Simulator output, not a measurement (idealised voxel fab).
The following process module bears the name voxel transistor to metal.
The figure presents cross-section cut, which has a width of 160 nm and is divided into square cells with an edge length of 5 nm.
The cross-sections in this document take the form of a grid made of square cells. They are written out as bands, in order from top to bottom. Each band consists of one or more rows of cells.
Quick guide to a band line: top height, bottom height (nm) up front; then every material left to right with its width in nm. Only one material and it's marked "all across"? Then it fills the band edge to edge. And "blank" just means empty space.
Heights are measured from 0, the level below which the as-received wafer is all one material; the lowest band has no bottom and continues downward, written as in "0 -> down".
A width such as "30 to 40" changes by the same amount from each row of cells to the next, from the band's top row to its bottom row.
"no change" (step): cross-section cells unchanged, all of them.
Voids not open to the top, 8 cells minimum: see "Enclosed voids". Written width x height at distance; distance is from the left edge; nm.
Whatever follows a step's settings on its line is a remark the simulator itself makes about that step.
overlay nm: step with mask; distance mask lay right of planned place; negative value = left of planned place.
The steps planned for the process are as follows
- 1: RECEIVE [material Si]
- 2: CONFORMAL_DEP [material SiO2] [thk nm 5]
- 3: CONFORMAL_DEP [material SiN] [thk nm 15]
- 4: MASKED_ETCH [tone cover] [mask id ACTIVE] [width nm 125] [etch materials SiN] [depth nm 15] [overlay nm 0]
- 5: MASKED_ETCH [tone cover] [mask id ACTIVE] [width nm 125] [etch materials SiO2] [depth nm 5] [overlay nm 0]
- 6: MASKED_ETCH [tone cover] [mask id ACTIVE] [width nm 125] [etch materials Si] [depth nm 25] [overlay nm 0]
- 7: FILL_DEP [material SiO2] [thk nm 15]
- 8: CMP [height nm 20]
- 9: SELECTIVE_ETCH [etch materials SiO2] [depth nm 15]
- 10: STRIP [etch materials SiN]
- 11: SELECTIVE_ETCH [etch materials SiO2] [depth nm 5]
- 12: OXIDIZE [depth nm 5]
- 13: DIRECTIONAL_DEP [material polySi] [thk nm 30]
- 14: DIRECTIONAL_DEP [material SiCN] [thk nm 10]
- 15: DIRECTIONAL_DEP [material aC] [thk nm 10]
- 16: PATTERN [tone cover] [mask id GATE] [material resist] [width nm 25] [thk nm 25] [overlay nm 0]
- 17: DIRECTIONAL_ETCH [etch materials aC] [depth nm 10]
- 18: STRIP [etch materials resist]
- 19: DIRECTIONAL_ETCH [etch materials SiCN] [depth nm 20]
- 20: DIRECTIONAL_ETCH [etch materials polySi] [depth nm 40]
- 21: STRIP [etch materials aC]
- 22: CONFORMAL_DEP [material SiO2] [thk nm 5]
- 23: DIRECTIONAL_ETCH [etch materials SiO2] [depth nm 5]
- 24: CONFORMAL_DEP [material SiN] [thk nm 10]
- 25: DIRECTIONAL_ETCH [etch materials SiN] [depth nm 10]
- 26: DIRECTIONAL_ETCH [etch materials SiO2] [depth nm 5]
- 27: EPI [material pSi] [thk nm 5]
- 28: FILL_DEP [material SiO2] [thk nm 10]
- 29: CMP [height nm 30]
- 30: STRIP [etch materials polySi]
- 31: SELECTIVE_ETCH [etch materials SiO2] [depth nm 5]
- 32: CONFORMAL_DEP [material HfO2] [thk nm 5]
- 33: CONFORMAL_DEP [material TiN] [thk nm 5]
- 34: FILL_DEP [material W] [thk nm 5]
- 35: CMP [height nm 25]
- 36: DIRECTIONAL_DEP [material SiO2] [thk nm 10]
- 37: PATTERN [tone open] [mask id CONTACT] [material resist] [width nm 20] [pitch nm 85] [thk nm 20] [overlay nm 0]
- 38: DIRECTIONAL_ETCH [etch materials SiO2] [depth nm 35]
- 39: STRIP [etch materials resist]
- 40: CONFORMAL_DEP [material TiN] [thk nm 5]
- 41: FILL_DEP [material Ru] [thk nm 5]
- 42: CMP [height nm 35]
- 43: DIRECTIONAL_DEP [material TiN] [thk nm 5]
- 44: DIRECTIONAL_DEP [material W] [thk nm 25]
- 45: MASKED_ETCH [tone cover] [mask id METAL_1] [width nm 20] [pitch nm 85] [etch materials W] [depth nm 25] [overlay nm 0]
- 46: MASKED_ETCH [tone cover] [mask id METAL_1] [width nm 20] [pitch nm 85] [etch materials TiN] [depth nm 5] [overlay nm 0]
- 47: CONFORMAL_DEP [material SiCN] [thk nm 5]
- 48: FILL_DEP [material lowk] [thk nm 10]
- 49: CMP [height nm 65]
- 50: CONFORMAL_DEP [material SiCN] [thk nm 5]
- 51: DIRECTIONAL_DEP [material SiO2] [thk nm 25]
- 52: MASKED_ETCH [tone open] [mask id METAL_2] [width nm 20] [pitch nm 85] [etch materials SiO2] [depth nm 15] [overlay nm 0]
- 53: DIRECTIONAL_DEP [material aC] [thk nm 15]
- 54: PATTERN [tone open] [mask id METAL_2_HOLES] [material resist] [width nm 15] [pitch nm 85] [thk nm 30] [overlay nm 0]
- 55: DIRECTIONAL_ETCH [etch materials aC] [depth nm 15]
- 56: STRIP [etch materials resist]
- 57: DIRECTIONAL_ETCH [etch materials SiO2] [depth nm 10]
- 58: DIRECTIONAL_ETCH [etch materials SiCN] [depth nm 5]
- 59: STRIP [etch materials aC]
- 60: CONFORMAL_DEP [material TiN] [thk nm 5]
- 61: FILL_DEP [material Cu] [thk nm 5]
- 62: CMP [height nm 95]
- 63: CONFORMAL_DEP [material SiCN] [thk nm 5]
Step 1 complete: cross-section of the wafer as received
> 0 -> down | Si all across
> Enclosed voids: none
Wafer cross-section at end of module: start and plan as shown above, one execution error
> 100 -> 95 | SiCN all across
> 95 -> 85 | SiO2: 25 | TiN: 5 | Cu: 10 | TiN: 5 | SiO2: 65 | TiN: 5 | Cu: 10 | TiN: 5 | SiO2: 30
> 85 -> 80 | SiO2: 25 | TiN: 5 | Cu: 5 | TiN: 10 | SiO2: 65 | TiN: 5 | Cu: 5 | TiN: 10 | SiO2: 30
> 80 -> 70 | SiO2: 25 | TiN: 5 | Cu: 5 | TiN: 5 | SiO2: 70 | TiN: 5 | Cu: 5 | TiN: 5 | SiO2: 35
> 70 -> 65 | SiCN: 25 | TiN: 15 | SiCN: 70 | TiN: 15 | SiCN: 35
> 65 -> 40 | lowk: 20 | SiCN: 5 | W: 20 | SiCN: 5 | lowk: 55 | SiCN: 5 | W: 20 | SiCN: 5 | lowk: 25
> 40 -> 35 | SiCN: 25 | TiN: 20 | SiCN: 65 | TiN: 20 | SiCN: 30
> 35 -> 25 | SiO2: 25 | TiN: 5 | Ru: 10 | TiN: 5 | SiO2: 65 | TiN: 5 | Ru: 10 | TiN: 5 | SiO2: 30
> 25 -> 5 | SiO2: 25 | TiN: 5 | Ru: 10 | TiN: 5 | SiO2: 5 | SiN: 10 | HfO2: 5 | TiN: 5 | W: 15 | TiN: 5 | HfO2: 5 | SiN: 10 | SiO2: 5 | TiN: 5 | Ru: 10 | TiN: 5 | SiO2: 30
> 5 -> 0 | SiO2: 25 | TiN: 20 | SiO2: 5 | SiN: 10 | HfO2: 5 | TiN: 25 | HfO2: 5 | SiN: 10 | SiO2: 5 | TiN: 20 | SiO2: 30
> 0 -> -5 | SiO2: 10 | pSi: 40 | SiO2: 10 | HfO2: 35 | SiO2: 10 | pSi: 40 | SiO2: 15
> -5 -> -50 | SiO2: 15 | Si: 125 | SiO2: 20
> -50 -> down | Si all across
> Enclosed voids: none
Nonconformance to the process plan: step 6 was run twice
